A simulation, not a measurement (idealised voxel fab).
Proc. module: voxel double patterning
FYI the section here is cut, 165 nm wide, cells are 5 nm squares.
The cross-sections in this document take the form of a grid made of square cells. They are written out as bands, in order from top to bottom. Each band consists of one or more rows of cells.
This entry defines a band. It first specifies the height of the band's top and the height of its bottom in nm, and then specifies the band's materials from left to right, stating each material with its width in nm. The word "everywhere" identifies a single material that fills the band from edge to edge, while the word "empty" identifies empty space.
Heights from 0 (as-received wafer is one material below). Bottom band endless downward, as "0 -> down".
You'd read "30..40" like this: the band's top row of cells is as wide as the first number, its bottom row is as wide as the second, and going down, every row changes width by the same amount as the row before did.
Given "no alterations made" for a step, no cell of the cross-section differs between before and after that step.
In the "Cavities, closed" entry, you get each enclosed empty space of 8 cells or more, one with no open way to the top, written width x height at distance, distance from the left edge, in nm.
If you see something after the settings on a step's line, that's the simulator's own remark about that step.
If you see "overlay nm" on a step's line and that step has a mask, it's telling you how far right of where it was planned the mask ended up; a negative number means it went left instead.

# Planned process steps
step 1: RECEIVE [material Si]
step 2: CONFORMAL_DEP [material SiN] [thk nm 5]
step 3: DIRECTIONAL_DEP [material SiO2] [thk nm 15]
step 4: DIRECTIONAL_DEP [material SiCN] [thk nm 5]
step 5: DIRECTIONAL_DEP [material aC] [thk nm 15]
step 6: PATTERN [tone open] [mask id FIRST] [material resist] [width nm 15] [pitch nm 50] [thk nm 35] [overlay nm 0]
step 7: DIRECTIONAL_ETCH [etch materials aC] [depth nm 15]
step 8: STRIP [etch materials resist]
step 9: DIRECTIONAL_ETCH [etch materials SiCN] [depth nm 5]
step 10: STRIP [etch materials aC]
step 11: DIRECTIONAL_DEP [material aC] [thk nm 15]
step 12: PATTERN [tone open] [mask id SECOND] [material resist] [width nm 15] [thk nm 35] [overlay nm 0]
step 13: DIRECTIONAL_ETCH [etch materials aC] [depth nm 15]
step 14: STRIP [etch materials resist]
step 15: DIRECTIONAL_ETCH [etch materials SiCN] [depth nm 5]
step 16: STRIP [etch materials aC]
step 17: DIRECTIONAL_ETCH [etch materials SiO2] [depth nm 15]
step 18: STRIP [etch materials SiCN]

# Account of the first of two wafers, which was processed as intended

# As-received wafer cross-section (after step 1)
	0 -> down = Si everywhere
	Cavities, closed: none

# Cross-section: wafer state after step 2
	5 -> 0 = SiN everywhere
	Everything below 0 is unchanged.

# Cross-section: wafer state after step 3
	20 -> 5 = SiO2 everywhere
	Everything below 5 is unchanged.

# Cross-section: wafer state after step 4
	25 -> 20 = SiCN everywhere
	Everything below 20 is unchanged.

# Cross-section: wafer state after step 5
	40 -> 25 = aC everywhere
	Everything below 25 is unchanged.

# Cross-section: wafer state after step 6
	75 -> 40 = 50 of resist; 15 of empty; 35 of resist; 15 of empty; 50 of resist
	Everything below 40 is unchanged.

# Cross-section: wafer state after step 7
	60 -> 40 = 50 of resist; 15 of empty; 35 of resist; 15 of empty; 50 of resist
	40 -> 25 = 50 of aC; 15 of empty; 35 of aC; 15 of empty; 50 of aC
	Everything below 25 is unchanged.

# Cross-section: wafer state after step 8
	40 -> 25 = 50 of aC; 15 of empty; 35 of aC; 15 of empty; 50 of aC
	Everything below 25 is unchanged.

# Cross-section: wafer state after step 9
	40 -> 25 = 50 of aC; 15 of empty; 35 of aC; 15 of empty; 50 of aC
	25 -> 20 = 50 of SiCN; 15 of empty; 35 of SiCN; 15 of empty; 50 of SiCN
	Everything below 20 is unchanged.

# Cross-section: wafer state after step 10
	25 -> 20 = 50 of SiCN; 15 of empty; 35 of SiCN; 15 of empty; 50 of SiCN
	Everything below 20 is unchanged.

# Cross-section: wafer state after step 11
	40 -> 35 = 50 of aC; 15 of empty; 35 of aC; 15 of empty; 50 of aC
	35 -> 25 = aC everywhere
	25 -> 20 = 50 of SiCN; 15 of aC; 35 of SiCN; 15 of aC; 50 of SiCN
	Everything below 20 is unchanged.

# Cross-section: wafer state after step 12
	75 -> 40 = 75 of resist; 15 of empty; 75 of resist
	40 -> 35 = 50 of aC; 15 of resist; 35 of aC; 15 of resist; 50 of aC
	Everything below 35 is unchanged.

# Cross-section: wafer state after step 13
	60 -> 40 = 75 of resist; 15 of empty; 75 of resist
	40 -> 35 = 50 of aC; 15 of resist; 10 of aC; 15 of empty; 10 of aC; 15 of resist; 50 of aC
	35 -> 25 = 75 of aC; 15 of empty; 75 of aC
	Everything below 25 is unchanged.

# Cross-section: wafer state after step 14
	40 -> 35 = 50 of aC; 15 of empty; 10 of aC; 15 of empty; 10 of aC; 15 of empty; 50 of aC
	Everything below 35 is unchanged.

# Cross-section: wafer state after step 15
	40 -> 35 = 50 of aC; 15 of empty; 10 of aC; 15 of empty; 10 of aC; 15 of empty; 50 of aC
	35 -> 25 = 75 of aC; 15 of empty; 75 of aC
	25 -> 20 = 50 of SiCN; 15 of aC; 10 of SiCN; 15 of empty; 10 of SiCN; 15 of aC; 50 of SiCN
	Everything below 20 is unchanged.

# Cross-section: wafer state after step 16
	25 -> 20 = 50 of SiCN; 15 of empty; 10 of SiCN; 15 of empty; 10 of SiCN; 15 of empty; 50 of SiCN
	Everything below 20 is unchanged.

# Cross-section: wafer state after step 17
	25 -> 20 = 50 of SiCN; 15 of empty; 10 of SiCN; 15 of empty; 10 of SiCN; 15 of empty; 50 of SiCN
	20 -> 5 = 50 of SiO2; 15 of empty; 10 of SiO2; 15 of empty; 10 of SiO2; 15 of empty; 50 of SiO2
	Everything below 5 is unchanged.

# Cross-section: wafer state after step 18
	20 -> 5 = 50 of SiO2; 15 of empty; 10 of SiO2; 15 of empty; 10 of SiO2; 15 of empty; 50 of SiO2
	Everything below 5 is unchanged.

# Wafer two. Identical start, identical plan. One mistake in execution. Identical history through step 1

Cross-sectional representation of the second wafer at the time designated in the plan for the completion of step 2: no alterations made

# Cross-sectional representation of the second wafer at the time designated in the plan for the completion of step 3
	15 -> 0 = SiO2 everywhere
	Everything below 0 is unchanged.

# Cross-sectional representation of the second wafer at the time designated in the plan for the completion of step 4
	20 -> 15 = SiCN everywhere
	Everything below 15 is unchanged.

# Cross-sectional representation of the second wafer at the time designated in the plan for the completion of step 5
	35 -> 20 = aC everywhere
	Everything below 20 is unchanged.

# Cross-sectional representation of the second wafer at the time designated in the plan for the completion of step 6
	70 -> 35 = 50 of resist; 15 of empty; 35 of resist; 15 of empty; 50 of resist
	Everything below 35 is unchanged.

# Cross-sectional representation of the second wafer at the time designated in the plan for the completion of step 7
	55 -> 35 = 50 of resist; 15 of empty; 35 of resist; 15 of empty; 50 of resist
	35 -> 20 = 50 of aC; 15 of empty; 35 of aC; 15 of empty; 50 of aC
	Everything below 20 is unchanged.

# Cross-sectional representation of the second wafer at the time designated in the plan for the completion of step 8
	35 -> 20 = 50 of aC; 15 of empty; 35 of aC; 15 of empty; 50 of aC
	Everything below 20 is unchanged.

# Cross-sectional representation of the second wafer at the time designated in the plan for the completion of step 9
	35 -> 20 = 50 of aC; 15 of empty; 35 of aC; 15 of empty; 50 of aC
	20 -> 15 = 50 of SiCN; 15 of empty; 35 of SiCN; 15 of empty; 50 of SiCN
	Everything below 15 is unchanged.

# Cross-sectional representation of the second wafer at the time designated in the plan for the completion of step 10
	20 -> 15 = 50 of SiCN; 15 of empty; 35 of SiCN; 15 of empty; 50 of SiCN
	Everything below 15 is unchanged.

# Cross-sectional representation of the second wafer at the time designated in the plan for the completion of step 11
	35 -> 30 = 50 of aC; 15 of empty; 35 of aC; 15 of empty; 50 of aC
	30 -> 20 = aC everywhere
	20 -> 15 = 50 of SiCN; 15 of aC; 35 of SiCN; 15 of aC; 50 of SiCN
	Everything below 15 is unchanged.

# Cross-sectional representation of the second wafer at the time designated in the plan for the completion of step 12
	70 -> 35 = 75 of resist; 15 of empty; 75 of resist
	35 -> 30 = 50 of aC; 15 of resist; 35 of aC; 15 of resist; 50 of aC
	Everything below 30 is unchanged.

# Cross-sectional representation of the second wafer at the time designated in the plan for the completion of step 13
	55 -> 35 = 75 of resist; 15 of empty; 75 of resist
	35 -> 30 = 50 of aC; 15 of resist; 10 of aC; 15 of empty; 10 of aC; 15 of resist; 50 of aC
	30 -> 20 = 75 of aC; 15 of empty; 75 of aC
	Everything below 20 is unchanged.

# Cross-sectional representation of the second wafer at the time designated in the plan for the completion of step 14
	35 -> 30 = 50 of aC; 15 of empty; 10 of aC; 15 of empty; 10 of aC; 15 of empty; 50 of aC
	Everything below 30 is unchanged.

# Cross-sectional representation of the second wafer at the time designated in the plan for the completion of step 15
	35 -> 30 = 50 of aC; 15 of empty; 10 of aC; 15 of empty; 10 of aC; 15 of empty; 50 of aC
	30 -> 20 = 75 of aC; 15 of empty; 75 of aC
	20 -> 15 = 50 of SiCN; 15 of aC; 10 of SiCN; 15 of empty; 10 of SiCN; 15 of aC; 50 of SiCN
	Everything below 15 is unchanged.

# Cross-sectional representation of the second wafer at the time designated in the plan for the completion of step 16
	20 -> 15 = 50 of SiCN; 15 of empty; 10 of SiCN; 15 of empty; 10 of SiCN; 15 of empty; 50 of SiCN
	Everything below 15 is unchanged.

# Cross-sectional representation of the second wafer at the time designated in the plan for the completion of step 17
	20 -> 15 = 50 of SiCN; 15 of empty; 10 of SiCN; 15 of empty; 10 of SiCN; 15 of empty; 50 of SiCN
	15 -> 0 = 50 of SiO2; 15 of empty; 10 of SiO2; 15 of empty; 10 of SiO2; 15 of empty; 50 of SiO2
	Everything below 0 is unchanged.

# Cross-sectional representation of the second wafer at the time designated in the plan for the completion of step 18
	15 -> 0 = 50 of SiO2; 15 of empty; 10 of SiO2; 15 of empty; 10 of SiO2; 15 of empty; 50 of SiO2
	Everything below 0 is unchanged.
Error vs. plan: plan step 2 was not performed, having been skipped
Materials where the second wafer ends with more or fewer cells than the first: SiN: 33 fewer
